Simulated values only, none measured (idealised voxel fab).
The process module that follows is named voxel wiring stack.
For reference, the cross-section in this document is cut, with width 215 nm and square cells of 5 nm.
In what follows, cross-sections appear as grids of square cells, described through bands that run from the top down, where every band is one or more rows of cells. Basically the band line says how high the top is and how high the bottom is, in nm, and then what's in it from left to right, every material with its width in nm. Empty space shows up as "blank", and if a single material carries "all across" it runs the full band edge to edge. Heads up on the height convention: 0 is the point under which the incoming wafer is all one material, and the lowest band has no bottom, it just keeps going down, like "top 0, no bottom". A two-number width, for instance "30..40", indicates that the width is equal to the first number in the top row of the band and to the second number in the bottom row, and that it changes by a constant amount per row of cells. It should be understood that the words "remained the same", when stated for a given step, signify that the cross-section underwent no change in any of its cells during that step. The entry titled "Entrapped voids" provides the empty spaces that have no open way to the top, restricted to those of 8 cells or more. Each is presented as width x height at distance, the distance being measured from the left edge, with all three in nm. Whatever follows a step's settings on its line is a remark the simulator itself makes about that step. Steps that use a mask can have "overlay nm" on their line. It says how far the mask sat to the right of where it was meant to be. Negative means to the left.

# This section lists the process steps that were planned
1 RECEIVE, material Si
2 CONFORMAL_DEP, material SiO2, thk nm 10
3 CONFORMAL_DEP, material SiN, thk nm 5
4 DIRECTIONAL_DEP, material SiO2, thk nm 20
5 PATTERN, tone open, mask id METAL_1, material resist, width nm 30, pitch nm 50, thk nm 15, overlay nm 0
6 DIRECTIONAL_ETCH, etch materials SiO2, depth nm 20
7 DIRECTIONAL_ETCH, etch materials SiN, depth nm 5
8 STRIP, etch materials resist
9 CONFORMAL_DEP, material TiN, thk nm 5
10 FILL_DEP, material W, thk nm 5
11 CMP, height nm 35
12 CONFORMAL_DEP, material SiCN, thk nm 5
13 DIRECTIONAL_DEP, material SiO2, thk nm 10
14 DIRECTIONAL_DEP, material aC, thk nm 15
15 PATTERN, tone open, mask id PLUG_1, material resist, width nm 15, pitch nm 100, thk nm 35, overlay nm 0
16 DIRECTIONAL_ETCH, etch materials aC, depth nm 15
17 STRIP, etch materials resist
18 DIRECTIONAL_ETCH, etch materials SiO2, depth nm 10
19 DIRECTIONAL_ETCH, etch materials SiCN, depth nm 5
20 STRIP, etch materials aC
21 EPI, material Ru, thk nm 10
22 EPI, material Ru, thk nm 5
23 DIRECTIONAL_DEP, material TiN, thk nm 5
24 DIRECTIONAL_DEP, material Ru, thk nm 25
25 PATTERN, tone cover, mask id METAL_2, material resist, width nm 30, pitch nm 50, thk nm 15, overlay nm 0
26 DIRECTIONAL_ETCH, etch materials Ru, depth nm 25
27 DIRECTIONAL_ETCH, etch materials TiN, depth nm 5
28 STRIP, etch materials resist
29 CONFORMAL_DEP, material SiN, thk nm 5
30 FILL_DEP, material SiO2, thk nm 5
31 CMP, height nm 80
32 CONFORMAL_DEP, material SiCN, thk nm 5
33 DIRECTIONAL_DEP, material lowk, thk nm 25
34 DIRECTIONAL_DEP, material aC, thk nm 10
35 PATTERN, tone open, mask id METAL_3_HOLES, material resist, width nm 15, pitch nm 50, thk nm 30, overlay nm 0
36 DIRECTIONAL_ETCH, etch materials aC, depth nm 10
37 STRIP, etch materials resist
38 DIRECTIONAL_ETCH, etch materials lowk, depth nm 25
39 STRIP, etch materials aC
40 DIRECTIONAL_DEP, material aC, thk nm 15
41 PATTERN, tone open, mask id METAL_3, material resist, width nm 30, pitch nm 50, thk nm 35, overlay nm 0
42 DIRECTIONAL_ETCH, etch materials aC, depth nm 15
43 STRIP, etch materials resist
44 DIRECTIONAL_ETCH, etch materials lowk, depth nm 15
45 DIRECTIONAL_ETCH, etch materials SiCN, depth nm 5
46 STRIP, etch materials aC
47 CONFORMAL_DEP, material TiN, thk nm 5
48 FILL_DEP, material Cu, thk nm 10
49 CMP, height nm 110
50 CONFORMAL_DEP, material SiCN, thk nm 5
51 DIRECTIONAL_DEP, material lowk, thk nm 15
52 PATTERN, tone open, mask id PLUG_3, material resist, width nm 15, pitch nm 50, thk nm 20, overlay nm 0
53 DIRECTIONAL_ETCH, etch materials lowk, depth nm 15
54 DIRECTIONAL_ETCH, etch materials SiCN, depth nm 5
55 STRIP, etch materials resist
56 CONFORMAL_DEP, material TiN, thk nm 5
57 FILL_DEP, material Ru, thk nm 5
58 CMP, height nm 130
59 CONFORMAL_DEP, material SiCN, thk nm 5
60 DIRECTIONAL_DEP, material SiO2, thk nm 25
61 MASKED_ETCH, tone open, mask id METAL_4, width nm 30, pitch nm 50, etch materials SiO2, depth nm 25, overlay nm 0
62 MASKED_ETCH, tone open, mask id METAL_4, width nm 30, pitch nm 50, etch materials SiCN, depth nm 5, overlay nm 0
63 CONFORMAL_DEP, material TiN, thk nm 5
64 FILL_DEP, material Cu, thk nm 10
65 CMP, height nm 160
66 EPI, material Ru, thk nm 5
67 FILL_DEP, material SiCN, thk nm 5

# As-received state of the wafer in cross-section, equivalent to post-step 1
top 0, no bottom  Si all across
Entrapped voids: none

# Look at the cross-section after the module: the wafer started out the way shown above and the plan was the one shown above, yet one mistake was made along the way
top 170, bottom 165  SiCN all across
top 165, bottom 160  SiCN (35) / Ru (40) / SiCN (10) / Ru (40) / SiCN (10) / Ru (40) / SiCN (40)
top 160, bottom 135  SiO2 (40) / TiN (5) / Cu (20) / TiN (5) / SiO2 (20) / TiN (5) / Cu (20) / TiN (5) / SiO2 (20) / TiN (5) / Cu (20) / TiN (5) / SiO2 (45)
top 135, bottom 130  SiCN (40) / TiN (30) / SiCN (20) / TiN (30) / SiCN (20) / TiN (30) / SiCN (45)
top 130, bottom 115  lowk (40) / TiN (5) / Ru (5) / TiN (5) / lowk (35) / TiN (5) / Ru (5) / TiN (5) / lowk (35) / TiN (5) / Ru (5) / TiN (5) / lowk (60)
top 115, bottom 110  SiCN (40) / TiN (15) / SiCN (35) / TiN (15) / SiCN (35) / TiN (15) / SiCN (60)
top 110, bottom 100  lowk (40) / TiN (5) / Cu (20) / TiN (5) / lowk (20) / TiN (5) / Cu (20) / TiN (5) / lowk (20) / TiN (5) / Cu (20) / TiN (5) / lowk (45)
top 100, bottom 95  lowk (40) / TiN (5) / Cu (5) / TiN (20) / lowk (20) / TiN (5) / Cu (5) / TiN (20) / lowk (20) / TiN (5) / Cu (5) / TiN (20) / lowk (45)
top 95, bottom 85  lowk (40) / TiN (5) / Cu (5) / TiN (5) / lowk (35) / TiN (5) / Cu (5) / TiN (5) / lowk (35) / TiN (5) / Cu (5) / TiN (5) / lowk (60)
top 85, bottom 80  SiCN (40) / TiN (15) / SiCN (35) / TiN (15) / SiCN (35) / TiN (15) / SiCN (60)
top 80, bottom 55  SiO2 (40) / SiN (5) / Ru (20) / SiN (5) / SiO2 (20) / SiN (5) / Ru (20) / SiN (5) / SiO2 (20) / SiN (5) / Ru (20) / SiN (5) / SiO2 (45)
top 55, bottom 50  SiN (45) / TiN (20) / SiN (30) / TiN (20) / SiN (30) / TiN (20) / SiN (50)
top 50, bottom 40  SiO2 (40) / Ru (15) / SiO2 (85) / Ru (15) / SiO2 (60)
top 40, bottom 35  SiCN (40) / Ru (15) / SiCN (85) / Ru (15) / SiCN (60)
top 35, bottom 15  SiO2 (40) / TiN (5) / W (20) / TiN (5) / SiO2 (20) / TiN (5) / W (20) / TiN (5) / SiO2 (20) / TiN (5) / W (20) / TiN (5) / SiO2 (45)
top 15, bottom 10  SiN (40) / TiN (30) / SiN (20) / TiN (30) / SiN (20) / TiN (30) / SiN (45)
top 10, bottom 0  SiO2 all across
top 0, no bottom  Si all across
Entrapped voids: none
Nonconformance to the process plan: step 25 ran differently from the plan; actual operation with settings: PATTERN, tone cover, mask id METAL_2, material resist, width nm 20, pitch nm 50, thk nm 15, overlay nm 0
